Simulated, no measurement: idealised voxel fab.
Process module, titled voxel plated lines
Cross-sectional view cut (width: 230 nm; square cell size: 5 nm).
The cross-sections in this document take the form of a grid made of square cells. They are written out as bands, in order from top to bottom. Each band consists of one or more rows of cells. Top, bottom (nm), then materials left to right with widths (nm); lone material tagged "all across" fills the whole band edge to edge; "air" = empty space. Heights are reckoned from 0. Under this level, the received wafer is all of one material. The bottommost band is open-ended downward, for example "0..down". With a width like "30..40", each row of cells in the band differs from the next by the same amount, the top row carrying the first number and the bottom row the second. Take "nothing changed" at face value: in the step it is given for, the cross-section changed in none of its cells. In "Sealed internal cavities" the enclosed voids are listed, meaning empty spaces of 8 cells or larger without any opening to the top. The form is width x height at distance, distance from the left edge, units nm. after a step's settings: what the simulator itself notes on the step. overlay nm: how far to the right of its planned place the mask lay on this masked step (negative: to the left).

-- The steps planned for the process are as follows
1: RECEIVE [material Si]
2: CONFORMAL_DEP [material SiN] [thk nm 5]
3: DIRECTIONAL_DEP [material TiN] [thk nm 5]
4: PATTERN [tone open] [mask id LINES] [material resist] [width nm 20] [pitch nm 50] [thk nm 25] [overlay nm 0]
5: EPI [material Ru] [thk nm 10]
6: EPI [material Ru] [thk nm 5]
7: STRIP [etch materials resist]
8: DIRECTIONAL_ETCH [etch materials TiN] [depth nm 5]
9: CONFORMAL_DEP [material SiCN] [thk nm 10]

-- This is the cross-section of the wafer as we received it, i.e. after step 1
  0..down: Si all across
  Sealed internal cavities: none

-- Module complete - cross-section of the first of two wafers, run according to plan
  35..25: air=70 / SiCN=40 / air=10 / SiCN=40 / air=70
  25..15: air=70 / SiCN=10 / Ru=20 / SiCN=10 / air=10 / SiCN=10 / Ru=20 / SiCN=10 / air=70
  15..10: SiCN=80 / Ru=20 / SiCN=30 / Ru=20 / SiCN=80
  10..5: SiCN=80 / TiN=20 / SiCN=30 / TiN=20 / SiCN=80
  5..0: SiN all across
  0..down: Si all across
  Sealed internal cavities: none

-- Wafer two, sectioned after the module: the first wafer's start, the first wafer's plan, and one mistake in how it was run
  35..25: air=70 / SiCN=45 / air=5 / SiCN=45 / air=65
  25..15: air=70 / SiCN=10 / Ru=25 / SiCN=10 / air=5 / SiCN=10 / Ru=25 / SiCN=10 / air=65
  15..10: SiCN=80 / Ru=25 / SiCN=25 / Ru=25 / SiCN=75
  10..5: SiCN=80 / TiN=25 / SiCN=25 / TiN=25 / SiCN=75
  5..0: SiN all across
  0..down: Si all across
  Sealed internal cavities: none
It is concluded that the wafer was processed incorrectly with respect to the plan, in that rather than as planned, step 4 actually ran as PATTERN [tone open] [mask id LINES] [material resist] [width nm 25] [pitch nm 50] [thk nm 25] [overlay nm 0]
Wrapping up, a cell-based count of both wafers puts the second over or under the first for these materials: Ru +6, TiN +2
